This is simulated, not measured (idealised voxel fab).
Module name: voxel gate over fins (process module)
Cross-section cut: width 155 nm, square cells of 5 nm.
Each cross-section below is a grid of square cells, stated as bands in top-down order, with one or more rows of cells making up each band.
The entry gives the band's vertical extent as a top height and a bottom height in nm, then its horizontal make-up as materials from left to right, each with a width in nm. "blank" stands for empty space; a single material marked "everywhere" fills the band edge to edge.
Heights from 0 (as-received wafer is one material below). Bottom band endless downward, as "0..down".
With a width like "30->40", each row of cells in the band differs from the next by the same amount, the top row carrying the first number and the bottom row the second.
A step reported as "remained the same" is a step in which no cell of the cross-section changed.
The list in "Completely sealed voids" covers empty spaces of 8 cells or more that cannot reach the top through any open way, and it gives each as width x height at distance; the distance is from the left edge, and width, height and distance are in nm.
Formally, on a step line, whatever follows the settings is a remark that the simulator itself makes on the step.
The "overlay nm" setting may appear on a step's line; for a step that uses a mask, it gives how far to the right of its planned position the mask lay, and a negative value indicates the left.

The process steps that were planned are listed below:
step 1: RECEIVE, material Si
step 2: CONFORMAL_DEP, material SiN, thk nm 10
step 3: DIRECTIONAL_DEP, material aC, thk nm 10
step 4: PATTERN, tone cover, mask id FINS, material resist, width nm 15, pitch nm 35, thk nm 30, overlay nm 0
step 5: DIRECTIONAL_ETCH, etch materials aC, depth nm 10
step 6: STRIP, etch materials resist
step 7: DIRECTIONAL_ETCH, etch materials SiN, depth nm 10
step 8: DIRECTIONAL_ETCH, etch materials Si, depth nm 40
step 9: STRIP, etch materials aC
step 10: FILL_DEP, material SiO2, thk nm 10
step 11: CMP, height nm 10
step 12: SELECTIVE_ETCH, etch materials SiO2, depth nm 20
step 13: STRIP, etch materials SiN
step 14: CONFORMAL_DEP, material HfO2, thk nm 5
step 15: CONFORMAL_DEP, material TiN, thk nm 5
step 16: CONFORMAL_DEP, material TiAl, thk nm 5
step 17: CONFORMAL_DEP, material TiN, thk nm 5
step 18: FILL_DEP, material W, thk nm 15
step 19: CMP, height nm 30
step 20: CONFORMAL_DEP, material SiN, thk nm 5

Step 1 complete: cross-section of the wafer as received:
0..down: Si everywhere
Completely sealed voids: none

Looking at the first of two wafers in cross-section at end of module - ran to plan:
35..30: SiN everywhere
30..20: W everywhere
20..15: 15 W; 125 TiN; 15 W
15..10: 15 W; 5 TiN; 115 TiAl; 5 TiN; 15 W
10..5: 20 TiN; 5 TiAl; 105 TiN; 5 TiAl; 20 TiN
5..0: 25 TiAl; 5 TiN; 25 HfO2; 10 TiN; 25 HfO2; 10 TiN; 25 HfO2; 5 TiN; 25 TiAl
0..-5: 30 TiN; 5 HfO2; 15 Si; 5 HfO2; 10 TiN; 5 HfO2; 15 Si; 5 HfO2; 10 TiN; 5 HfO2; 15 Si; 5 HfO2; 30 TiN
-5..-10: 35 HfO2; 15 Si; 20 HfO2; 15 Si; 20 HfO2; 15 Si; 35 HfO2
-10..-40: 35 SiO2; 15 Si; 20 SiO2; 15 Si; 20 SiO2; 15 Si; 35 SiO2
-40..down: Si everywhere
Completely sealed voids: none

Wafer two, end of module, cross-section. Same start, same plan as wafer one. One mistake in the run:
35..30: SiN everywhere
30..20: W everywhere
20..15: 25 W; 125 TiN; 5 W
15..10: 25 W; 5 TiN; 115 TiAl; 5 TiN; 5 W
10..5: 30 TiN; 5 TiAl; 105 TiN; 5 TiAl; 10 TiN
5..0: 35 TiAl; 5 TiN; 25 HfO2; 10 TiN; 25 HfO2; 10 TiN; 25 HfO2; 5 TiN; 15 TiAl
0..-5: 40 TiN; 5 HfO2; 15 Si; 5 HfO2; 10 TiN; 5 HfO2; 15 Si; 5 HfO2; 10 TiN; 5 HfO2; 15 Si; 5 HfO2; 20 TiN
-5..-10: 45 HfO2; 15 Si; 20 HfO2; 15 Si; 20 HfO2; 15 Si; 25 HfO2
-10..-40: 45 SiO2; 15 Si; 20 SiO2; 15 Si; 20 SiO2; 15 Si; 25 SiO2
-40..down: Si everywhere
Completely sealed voids: none
Nonconformance to the process plan: off-plan run, step 4, actual operation and settings PATTERN, tone cover, mask id FINS, material resist, width nm 15, pitch nm 35, thk nm 30, overlay nm 10
Same inventory, different map: at the end, the second wafer holds as many cells of each material as the first, placed elsewhere.
